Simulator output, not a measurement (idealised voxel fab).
process module | voxel capacitor over wiring
cross-section cut | 155 nm wide | cells 5 nm
A cross-section is a grid of square cells, given in bands from the top down. A band is one or more rows of cells.
Each band's line starts with the height of the band's top and of its bottom, in nm. Then come its materials from left to right, each with its width in nm. One material with "throughout" fills the band from edge to edge. "air" is empty space.
Height 0 is the level under which the wafer as received is all one material. The lowest band goes on downwards, as in "0 down".
A width such as "30 to 40" changes by the same amount from each row of cells to the next, from the band's top row to its bottom row.
"no change" after a step means that no cell of the cross-section changed.
closed voids: empty space of 8 cells or more with no open way to the top, each as width x height at its distance from the left edge, in nm
after a step's settings: what the simulator itself notes on the step
overlay nm, on a step with a mask: how far to the right of its planned place the mask lay; to the left if negative
plan
1 op RECEIVE | material Si
2 op CONFORMAL_DEP | material SiO2 | thk nm 10
3 op DIRECTIONAL_DEP | material TiN | thk nm 5
4 op DIRECTIONAL_DEP | material Ru | thk nm 20
5 op DIRECTIONAL_DEP | material aC | thk nm 10
6 op PATTERN | tone cover | mask id METAL_1 | material resist | width nm 25 | pitch nm 95 | thk nm 30 | overlay nm 0
7 op DIRECTIONAL_ETCH | etch materials aC | depth nm 10
8 op STRIP | etch materials resist
9 op DIRECTIONAL_ETCH | etch materials Ru | depth nm 20
10 op DIRECTIONAL_ETCH | etch materials TiN | depth nm 5
11 op STRIP | etch materials aC
12 op CONFORMAL_DEP | material SiN | thk nm 5
13 op FILL_DEP | material lowk | thk nm 5
14 op CMP | height nm 35
15 op CONFORMAL_DEP | material SiCN | thk nm 5
16 op DIRECTIONAL_DEP | material lowk | thk nm 15
17 op PATTERN | tone open | mask id PLUG_1 | material resist | width nm 15 | thk nm 15 | overlay nm 0
18 op DIRECTIONAL_ETCH | etch materials lowk | depth nm 15
19 op DIRECTIONAL_ETCH | etch materials SiCN | depth nm 5
20 op STRIP | etch materials resist
21 op EPI | material Ru | thk nm 10
22 op EPI | material Ru | thk nm 10
23 op DIRECTIONAL_DEP | material TiN | thk nm 5
24 op DIRECTIONAL_DEP | material Al2O3 | thk nm 5
25 op DIRECTIONAL_DEP | material TiN | thk nm 10
26 op PATTERN | tone cover | mask id UPPER_PLATE | material resist | width nm 75 | thk nm 20 | overlay nm 0
27 op DIRECTIONAL_ETCH | etch materials TiN | depth nm 10
28 op DIRECTIONAL_ETCH | etch materials Al2O3 | depth nm 5
29 op STRIP | etch materials resist
30 op PATTERN | tone cover | mask id LOWER_PLATE | material resist | width nm 85 | thk nm 20 | overlay nm 0
31 op DIRECTIONAL_ETCH | etch materials TiN | depth nm 5
32 op STRIP | etch materials resist
33 op FILL_DEP | material SiO2 | thk nm 15
34 op CMP | height nm 85
35 op DIRECTIONAL_DEP | material aC | thk nm 10
36 op PATTERN | tone open | mask id PLUG_2 | material resist | width nm 15 | thk nm 25 | overlay nm 0
37 op DIRECTIONAL_ETCH | etch materials aC | depth nm 5
38 op STRIP | etch materials resist
39 op DIRECTIONAL_ETCH | etch materials SiO2 | depth nm 10
40 op STRIP | etch materials aC
41 op CONFORMAL_DEP | material TiN | thk nm 5
42 op FILL_DEP | material Ru | thk nm 10
43 op CMP | height nm 85
44 op CONFORMAL_DEP | material SiCN | thk nm 5
varied across the wafers: depth nm of step 37. The plan shows the first wafer's value. All wafers start alike
first wafer as received, after step 1
  0 down: Si throughout
  closed voids: none
each wafer at the end: cells of each material gained (+) or lost (-) since it was received, then its closed voids
depth nm 5 | +15 Al2O3 | +52 Ru | +59 SiCN | +37 SiN | +186 SiO2 | +57 TiN | +152 lowk | closed voids: none
depth nm 10 | +15 Al2O3 | +53 Ru | +59 SiCN | +37 SiN | +180 SiO2 | +62 TiN | +152 lowk | closed voids: none
depth nm 15 | +15 Al2O3 | +53 Ru | +59 SiCN | +37 SiN | +180 SiO2 | +62 TiN | +152 lowk | closed voids: none
depth nm 20 | +15 Al2O3 | +53 Ru | +59 SiCN | +37 SiN | +180 SiO2 | +62 TiN | +152 lowk | closed voids: none
depth nm 25 | +15 Al2O3 | +53 Ru | +59 SiCN | +37 SiN | +180 SiO2 | +62 TiN | +152 lowk | closed voids: none
